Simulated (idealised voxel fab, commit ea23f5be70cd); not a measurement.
Presented below is a process module, voxel double patterning.
The width of the displayed cross-section, cut, is 295 nm; its cells are square, with a size of 5 nm.
Bands, listed from the top down, are how a cross-section gets written in this document; the cross-section itself is a grid of square cells, and a band is one or more rows of them. What a band's entry tells you: where the top is and where the bottom is, as heights in nm, and after that what lies inside, material by material from left to right, each with its width in nm. Empty space is written as the word "air", and a single material marked with the word "all across" occupies the band from edge to edge. For the purposes of this specification, 0 denotes the height below which the wafer in its as-received condition is composed wholly of one material, and the lowermost band, lacking a lower limit, extends downward without end, as expressed in "top 0, no bottom". Note: "30..40" means the width goes from the first number (top row of the band) to the second number (bottom row) in equal steps per row of cells. Key: "nothing changed" - step with no changed cell in the cross-section. "Enclosed void listing" contains a list of empty spaces, each no smaller than 8 cells and without an open way to the top, written in the form width x height at distance with the distance from the left edge and all three in nm. The remark found on a step's line after its settings is issued by the simulator itself and pertains to that step. overlay nm: where the mask lay relative to plan, measured to the right, on steps with a mask; negatives go left.

The process steps that were planned are listed below
- 1: RECEIVE [material Si]
- 2: CONFORMAL_DEP [material SiN] [thk nm 5]
- 3: DIRECTIONAL_DEP [material SiO2] [thk nm 10]
- 4: DIRECTIONAL_DEP [material SiCN] [thk nm 10]
- 5: MASKED_ETCH [tone open] [mask id FIRST] [width nm 15] [pitch nm 50] [etch materials SiCN] [depth nm 10] [overlay nm 0]
- 6: PATTERN [tone open] [mask id SECOND] [material resist] [width nm 15] [thk nm 15] [overlay nm 0]
- 7: DIRECTIONAL_ETCH [etch materials SiCN] [depth nm 10]
- 8: STRIP [etch materials resist]
- 9: DIRECTIONAL_ETCH [etch materials SiO2] [depth nm 10]
- 10: STRIP [etch materials SiCN]

Run as planned: first of two wafers

as received, after step 1
* top 0, no bottom: Si all across
* Enclosed void listing: none

Wafer after step 2 (cross-section)
* top 5, bottom 0: SiN all across
* Below a height of 0, the structure has not been altered.

Wafer after step 3 (cross-section)
* top 15, bottom 5: SiO2 all across
* Below a height of 5, the structure has not been altered.

Wafer after step 4 (cross-section)
* top 25, bottom 15: SiCN all across
* Below a height of 15, the structure has not been altered.

Wafer after step 5 (cross-section)
* top 25, bottom 15: SiCN (115) | air (15) | SiCN (35) | air (15) | SiCN (115)
* Below a height of 15, the structure has not been altered.

Wafer after step 6 (cross-section)
* top 40, bottom 25: resist (140) | air (15) | resist (140)
* top 25, bottom 15: SiCN (115) | resist (15) | SiCN (35) | resist (15) | SiCN (115)
* Below a height of 15, the structure has not been altered.

Wafer after step 7 (cross-section)
* top 40, bottom 25: resist (140) | air (15) | resist (140)
* top 25, bottom 15: SiCN (115) | resist (15) | SiCN (10) | air (15) | SiCN (10) | resist (15) | SiCN (115)
* Below a height of 15, the structure has not been altered.

Wafer after step 8 (cross-section)
* top 25, bottom 15: SiCN (115) | air (15) | SiCN (10) | air (15) | SiCN (10) | air (15) | SiCN (115)
* Below a height of 15, the structure has not been altered.

Wafer after step 9 (cross-section)
* top 25, bottom 15: SiCN (115) | air (15) | SiCN (10) | air (15) | SiCN (10) | air (15) | SiCN (115)
* top 15, bottom 5: SiO2 (115) | air (15) | SiO2 (10) | air (15) | SiO2 (10) | air (15) | SiO2 (115)
* Below a height of 5, the structure has not been altered.

Wafer after step 10 (cross-section)
* top 15, bottom 5: SiO2 (115) | air (15) | SiO2 (10) | air (15) | SiO2 (10) | air (15) | SiO2 (115)
* Below a height of 5, the structure has not been altered.

The second wafer was prepared from the same starting point and under the same plan as the first; its processing contained one mistake, and it remains indistinguishable from the first wafer up to and including step 4

Second wafer: cross-section at the scheduled end of step 5
* top 25, bottom 15: SiCN (125) | air (15) | SiCN (35) | air (15) | SiCN (105)
* Below a height of 15, the structure has not been altered.

Second wafer: cross-section at the scheduled end of step 6
* top 40, bottom 25: resist (140) | air (15) | resist (140)
* top 25, bottom 15: SiCN (125) | resist (15) | SiCN (35) | resist (15) | SiCN (105)
* Below a height of 15, the structure has not been altered.

Second wafer: cross-section at the scheduled end of step 7
* top 40, bottom 25: resist (140) | air (15) | resist (140)
* top 25, bottom 15: SiCN (125) | resist (15) | air (15) | SiCN (20) | resist (15) | SiCN (105)
* Below a height of 15, the structure has not been altered.

Second wafer: cross-section at the scheduled end of step 8
* top 25, bottom 15: SiCN (125) | air (30) | SiCN (20) | air (15) | SiCN (105)
* Below a height of 15, the structure has not been altered.

Second wafer: cross-section at the scheduled end of step 9
* top 25, bottom 15: SiCN (125) | air (30) | SiCN (20) | air (15) | SiCN (105)
* top 15, bottom 5: SiO2 (125) | air (30) | SiO2 (20) | air (15) | SiO2 (105)
* Below a height of 5, the structure has not been altered.

Second wafer: cross-section at the scheduled end of step 10
* top 15, bottom 5: SiO2 (125) | air (30) | SiO2 (20) | air (15) | SiO2 (105)
* Below a height of 5, the structure has not been altered.
Plan not followed: the process deviated at step 5: the operation and settings actually run there were MASKED_ETCH [tone open] [mask id FIRST] [width nm 15] [pitch nm 50] [etch materials SiCN] [depth nm 10] [overlay nm 10]
At the end, the second wafer has the same number of cells of each material as the first, but those cells sit in other places.
